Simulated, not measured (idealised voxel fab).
Module name: voxel ribs on slabs (process module)
Cross-sectional view cut (width: 270 nm; square cell size: 5 nm).
A cross-section in this document is a grid of square cells, and it is written down as bands, the top band listed before the ones below it; a band is made up of one or more rows of cells. Top height, bottom height, nm. Materials left to right, width each, nm. Single material + "throughout" = fills band edge to edge. "air" = empty. Heads up on the height convention: 0 is the point under which the incoming wafer is all one material, and the lowest band has no bottom, it just keeps going down, like "0..down". With a width like "30->40", each row of cells in the band differs from the next by the same amount, the top row carrying the first number and the bottom row the second. "remained unchanged" -> step changed no cross-section cell. Entry "Sealed internal cavities" = empty spaces >= 8 cells with no open way to the top; each as width x height at distance, distance from left edge, all nm. On a step's line, text after the settings is the simulator commenting on that step. overlay nm: where the mask lay relative to plan, measured to the right, on steps with a mask; negatives go left.
## Steps planned for the process
1,RECEIVE (material Si)
2,DIRECTIONAL_DEP (material SiO2; thk nm 30)
3,DIRECTIONAL_DEP (material SiN; thk nm 20)
4,DIRECTIONAL_DEP (material aC; thk nm 10)
5,PATTERN (tone cover; mask id RIB; material resist; width nm 15; thk nm 30; overlay nm 0)
6,DIRECTIONAL_ETCH (etch materials aC; depth nm 10)
7,STRIP (etch materials resist)
8,DIRECTIONAL_ETCH (etch materials SiN; depth nm 15)
9,STRIP (etch materials aC)
10,MASKED_ETCH (tone cover; mask id SLAB; width nm 75; etch materials SiN; depth nm 5; overlay nm 0)
11,FILL_DEP (material SiO2; thk nm 25)
12,CMP (height nm 70)
13,DIRECTIONAL_DEP (material W; thk nm 5)
14,MASKED_ETCH (tone cover; mask id HEATER; width nm 25; etch materials W; depth nm 5; overlay nm 0)
15,CONFORMAL_DEP (material SiO2; thk nm 5)
## The first of a set of two wafers, run to plan
## Cross-section: wafer on arrival = after step 1
> 0..down: Si throughout
> Sealed internal cavities: none
## Wafer section view after processing step 2
> 30..0: SiO2 throughout
> Below 0 it's all the same as before, nothing changed down there.
## Wafer section view after processing step 3
> 50..30: SiN throughout
> Below 30 it's all the same as before, nothing changed down there.
## Wafer section view after processing step 4
> 60..50: aC throughout
> Below 50 it's all the same as before, nothing changed down there.
## Wafer section view after processing step 5
> 90..60: 125 nm air, then 15 nm resist, then 130 nm air
> Below 60 it's all the same as before, nothing changed down there.
## Wafer section view after processing step 6
> 80..60: 125 nm air, then 15 nm resist, then 130 nm air
> 60..50: 125 nm air, then 15 nm aC, then 130 nm air
> Below 50 it's all the same as before, nothing changed down there.
## Wafer section view after processing step 7
> 60..50: 125 nm air, then 15 nm aC, then 130 nm air
> Below 50 it's all the same as before, nothing changed down there.
## Wafer section view after processing step 8
> 60..50: 125 nm air, then 15 nm aC, then 130 nm air
> 50..35: 125 nm air, then 15 nm SiN, then 130 nm air
> Below 35 it's all the same as before, nothing changed down there.
## Wafer section view after processing step 9
> 50..35: 125 nm air, then 15 nm SiN, then 130 nm air
> Below 35 it's all the same as before, nothing changed down there.
## Wafer section view after processing step 10
> 50..35: 125 nm air, then 15 nm SiN, then 130 nm air
> 35..30: 95 nm air, then 75 nm SiN, then 100 nm air
> Below 30 it's all the same as before, nothing changed down there.
## Wafer section view after processing step 11
> 75..50: SiO2 throughout
> 50..35: 125 nm SiO2, then 15 nm SiN, then 130 nm SiO2
> 35..30: 95 nm SiO2, then 75 nm SiN, then 100 nm SiO2
> Below 30 it's all the same as before, nothing changed down there.
## Wafer section view after processing step 12
> 70..50: SiO2 throughout
> Below 50 it's all the same as before, nothing changed down there.
## Wafer section view after processing step 13
> 75..70: W throughout
> Below 70 it's all the same as before, nothing changed down there.
## Wafer section view after processing step 14
> 75..70: 120 nm air, then 25 nm W, then 125 nm air
> Below 70 it's all the same as before, nothing changed down there.
## Wafer section view after processing step 15
> 80..75: 115 nm air, then 35 nm SiO2, then 120 nm air
> 75..70: 120 nm SiO2, then 25 nm W, then 125 nm SiO2
> Below 70 it's all the same as before, nothing changed down there.
## Here the second wafer is described. Its start and its plan were those of the first wafer. Its run contained one mistake. Up to and including step 9, it did exactly what the first wafer did
## Cross-sectional view of the second wafer at the intended end time of process step 10
> 45..35: 125 nm air, then 15 nm SiN, then 130 nm air
> 35..30: 95 nm SiN, then 30 nm air, then 15 nm SiN, then 30 nm air, then 100 nm SiN
> Below 30 it's all the same as before, nothing changed down there.
## Cross-sectional view of the second wafer at the intended end time of process step 11
> 70..45: SiO2 throughout
> 45..35: 125 nm SiO2, then 15 nm SiN, then 130 nm SiO2
> 35..30: 95 nm SiN, then 30 nm SiO2, then 15 nm SiN, then 30 nm SiO2, then 100 nm SiN
> Below 30 it's all the same as before, nothing changed down there.
Cross-sectional view of the second wafer at the intended end time of process step 12: remained unchanged
## Cross-sectional view of the second wafer at the intended end time of process step 13
> 75..70: W throughout
> Below 70 it's all the same as before, nothing changed down there.
## Cross-sectional view of the second wafer at the intended end time of process step 14
> 75..70: 120 nm air, then 25 nm W, then 125 nm air
> Below 70 it's all the same as before, nothing changed down there.
## Cross-sectional view of the second wafer at the intended end time of process step 15
> 80..75: 115 nm air, then 35 nm SiO2, then 120 nm air
> 75..70: 120 nm SiO2, then 25 nm W, then 125 nm SiO2
> Below 70 it's all the same as before, nothing changed down there.
Where did the run depart from the plan? step 10 ran differently from the plan; actual operation with settings: MASKED_ETCH (tone open; mask id SLAB; width nm 75; etch materials SiN; depth nm 5; overlay nm 0)
Counted in cells at the end, the second wafer holds more or fewer of these materials than the first: 24 more of SiN; 24 fewer of SiO2
